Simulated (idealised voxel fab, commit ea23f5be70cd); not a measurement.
process module | voxel transistor to metal
cross-section cut | 270 nm wide | cells 5 nm
A cross-section is a grid of square cells, given in bands from the top down. A band is one or more rows of cells.
Each band's line starts with the height of the band's top and of its bottom, in nm. Then come its materials from left to right, each with its width in nm. One material with "throughout" fills the band from edge to edge. "air" is empty space.
Height 0 is the level under which the wafer as received is all one material. The lowest band goes on downwards, as in "0 down".
A width such as "30 to 40" changes by the same amount from each row of cells to the next, from the band's top row to its bottom row.
"no change" after a step means that no cell of the cross-section changed.
closed voids: empty space of 8 cells or more with no open way to the top, each as width x height at its distance from the left edge, in nm
after a step's settings: what the simulator itself notes on the step
overlay nm, on a step with a mask: how far to the right of its planned place the mask lay; to the left if negative
plan
1 op RECEIVE | material Si
2 op CONFORMAL_DEP | material SiO2 | thk nm 5
3 op CONFORMAL_DEP | material SiN | thk nm 15
4 op DIRECTIONAL_DEP | material aC | thk nm 10
5 op PATTERN | tone cover | mask id ACTIVE | material resist | width nm 105 | pitch nm 135 | thk nm 25 | overlay nm 0
6 op DIRECTIONAL_ETCH | etch materials aC | depth nm 10
7 op STRIP | etch materials resist
8 op DIRECTIONAL_ETCH | etch materials SiN | depth nm 15
9 op DIRECTIONAL_ETCH | etch materials SiO2 | depth nm 5
10 op DIRECTIONAL_ETCH | etch materials Si | depth nm 20
11 op STRIP | etch materials aC
12 op FILL_DEP | material SiO2 | thk nm 5
13 op CMP | height nm 20
14 op SELECTIVE_ETCH | etch materials SiO2 | depth nm 10
15 op STRIP | etch materials SiN
16 op SELECTIVE_ETCH | etch materials SiO2 | depth nm 5
17 op OXIDIZE | depth nm 5
18 op DIRECTIONAL_DEP | material polySi | thk nm 30
19 op DIRECTIONAL_DEP | material SiCN | thk nm 10
20 op MASKED_ETCH | tone cover | mask id GATE | width nm 15 | pitch nm 135 | etch materials SiCN | depth nm 20 | overlay nm 0
21 op MASKED_ETCH | tone cover | mask id GATE | width nm 15 | pitch nm 135 | etch materials polySi | depth nm 40 | overlay nm 0
22 op CONFORMAL_DEP | material SiN | thk nm 10
23 op DIRECTIONAL_ETCH | etch materials SiN | depth nm 10
24 op DIRECTIONAL_ETCH | etch materials SiO2 | depth nm 5
25 op DIRECTIONAL_ETCH | etch materials Si | depth nm 10
26 op EPI | material nSi | thk nm 10
27 op FILL_DEP | material SiO2 | thk nm 10
28 op CMP | height nm 40
29 op DIRECTIONAL_DEP | material SiO2 | thk nm 10
30 op PATTERN | tone open | mask id CONTACT | material resist | width nm 30 | thk nm 15 | overlay nm 0
31 op DIRECTIONAL_ETCH | etch materials SiO2 | depth nm 55
32 op STRIP | etch materials resist
33 op CONFORMAL_DEP | material TiN | thk nm 5
34 op FILL_DEP | material W | thk nm 5
35 op CMP | height nm 50
36 op CONFORMAL_DEP | material SiCN | thk nm 5
37 op DIRECTIONAL_DEP | material lowk | thk nm 20
38 op PATTERN | tone open | mask id METAL_1 | material resist | width nm 15 | thk nm 20 | overlay nm 0
39 op DIRECTIONAL_ETCH | etch materials lowk | depth nm 20
40 op DIRECTIONAL_ETCH | etch materials SiCN | depth nm 5
41 op STRIP | etch materials resist
42 op CONFORMAL_DEP | material TiN | thk nm 5
43 op FILL_DEP | material Cu | thk nm 5
44 op CMP | height nm 75
45 op EPI | material Ru | thk nm 5
46 op FILL_DEP | material SiCN | thk nm 5
as received, after step 1
  0 down: Si throughout
  closed voids: none
first wafer at the end, as planned
  85 to 80: SiCN throughout
  80 to 75: SiCN 20 | Ru 25 | SiCN 45 | Ru 25 | SiCN 40 | Ru 25 | SiCN 45 | Ru 25 | SiCN 20
  75 to 55: lowk 25 | TiN 5 | Cu 5 | TiN 5 | lowk 55 | TiN 5 | Cu 5 | TiN 5 | lowk 50 | TiN 5 | Cu 5 | TiN 5 | lowk 55 | TiN 5 | Cu 5 | TiN 5 | lowk 25
  55 to 50: SiCN 25 | TiN 15 | SiCN 55 | TiN 15 | SiCN 50 | TiN 15 | SiCN 55 | TiN 15 | SiCN 25
  50 to 40: SiO2 25 | TiN 5 | W 20 to 15 | TiN 5 to 10 | SiO2 25 | TiN 5 to 10 | W 20 to 15 | TiN 5 | SiO2 50 | TiN 5 | W 20 to 15 | TiN 5 to 10 | SiO2 25 | TiN 5 to 10 | W 20 to 15 | TiN 5 | SiO2 25
  40 to 30: SiO2 25 | TiN 5 | W 15 | TiN 5 | SiN 10 | SiCN 15 | SiN 10 | TiN 5 | W 15 | TiN 5 | SiO2 50 | TiN 5 | W 15 | TiN 5 | SiN 10 | SiCN 15 | SiN 10 | TiN 5 | W 15 | TiN 5 | SiO2 25
  30 to 10: SiO2 25 | TiN 5 | W 15 | TiN 5 | SiN 10 | polySi 15 | SiN 10 | TiN 5 | W 15 | TiN 5 | SiO2 50 | TiN 5 | W 15 | TiN 5 | SiN 10 | polySi 15 | SiN 10 | TiN 5 | W 15 | TiN 5 | SiO2 25
  10 to 5: SiO2 25 | TiN 25 | SiN 10 | polySi 15 | SiN 10 | TiN 25 | SiO2 50 | TiN 25 | SiN 10 | polySi 15 | SiN 10 | TiN 25 | SiO2 25
  5 to 0: SiO2 10 | SiN 10 | nSi 10 | TiN 10 | nSi 10 | SiN 10 | polySi 15 | SiN 10 | nSi 10 | TiN 10 | nSi 10 | SiN 10 | SiO2 20 | SiN 10 | nSi 10 | TiN 10 | nSi 10 | SiN 10 | polySi 15 | SiN 10 | nSi 10 | TiN 10 | nSi 10 | SiN 10 | SiO2 10
  0 to -5: SiO2 20 | nSi 10 | TiN 10 | nSi 10 | SiO2 35 | nSi 10 | TiN 10 | nSi 10 | SiO2 40 | nSi 10 | TiN 10 | nSi 10 | SiO2 35 | nSi 10 | TiN 10 | nSi 10 | SiO2 20
  -5 to -15: SiO2 15 | Si 5 | nSi 30 | Si 35 | nSi 30 | Si 5 | SiO2 30 | Si 5 | nSi 30 | Si 35 | nSi 30 | Si 5 | SiO2 15
  -15 to -20: SiO2 15 | Si 105 | SiO2 30 | Si 105 | SiO2 15
  -20 down: Si throughout
  closed voids: none
second wafer at the end: like start, like plan, one mistake
  85 to 80: SiCN throughout
  80 to 75: SiCN 20 | Ru 25 | SiCN 45 | Ru 25 | SiCN 40 | Ru 25 | SiCN 45 | Ru 25 | SiCN 20
  75 to 55: lowk 25 | TiN 5 | Cu 5 | TiN 5 | lowk 55 | TiN 5 | Cu 5 | TiN 5 | lowk 50 | TiN 5 | Cu 5 | TiN 5 | lowk 55 | TiN 5 | Cu 5 | TiN 5 | lowk 25
  55 to 50: SiCN 25 | TiN 15 | SiCN 55 | TiN 15 | SiCN 50 | TiN 15 | SiCN 55 | TiN 15 | SiCN 25
  50 to 40: SiO2 25 | TiN 5 | W 20 to 15 | TiN 5 to 10 | SiO2 25 | TiN 5 to 10 | W 20 to 15 | TiN 5 | SiO2 50 | TiN 5 | W 20 to 15 | TiN 5 to 10 | SiO2 25 | TiN 5 to 10 | W 20 to 15 | TiN 5 | SiO2 25
  40 to 35: SiO2 25 | TiN 5 | W 15 | TiN 5 | SiN 10 | SiCN 15 | SiN 10 | TiN 5 | W 15 | TiN 5 | SiO2 50 | TiN 5 | W 15 | TiN 5 | SiN 10 | SiCN 15 | SiN 10 | TiN 5 | W 15 | TiN 5 | SiO2 25
  35 to 15: SiO2 25 | TiN 5 | W 15 | TiN 5 | SiN 10 | polySi 15 | SiN 10 | TiN 5 | W 15 | TiN 5 | SiO2 50 | TiN 5 | W 15 | TiN 5 | SiN 10 | polySi 15 | SiN 10 | TiN 5 | W 15 | TiN 5 | SiO2 25
  15 to 10: SiO2 25 | TiN 5 | W 5 | TiN 15 | SiN 10 | polySi 15 | SiN 10 | TiN 15 | W 5 | TiN 5 | SiO2 50 | TiN 5 | W 5 | TiN 15 | SiN 10 | polySi 15 | SiN 10 | TiN 15 | W 5 | TiN 5 | SiO2 25
  10 to 5: SiO2 25 | TiN 5 | W 5 | TiN 5 | nSi 10 | SiN 10 | polySi 15 | SiN 10 | nSi 10 | TiN 5 | W 5 | TiN 5 | SiO2 50 | TiN 5 | W 5 | TiN 5 | nSi 10 | SiN 10 | polySi 15 | SiN 10 | nSi 10 | TiN 5 | W 5 | TiN 5 | SiO2 25
  5 to 0: SiO2 25 | TiN 15 | nSi 10 | SiO2 35 | nSi 10 | TiN 15 | SiO2 50 | TiN 15 | nSi 10 | SiO2 35 | nSi 10 | TiN 15 | SiO2 25
  0 to -10: SiO2 15 | nSi 35 | Si 35 | nSi 35 | SiO2 30 | nSi 35 | Si 35 | nSi 35 | SiO2 15
  -10 to -20: SiO2 15 | Si 105 | SiO2 30 | Si 105 | SiO2 15
  -20 down: Si throughout
  closed voids: none
what went wrong: steps 15 and 16 were swapped
at the end the second wafer has, in cells: 34 more of Si | 6 fewer of SiCN | 16 fewer of SiN | 8 more of SiO2 | 8 fewer of TiN | 4 fewer of W | 8 fewer of nSi
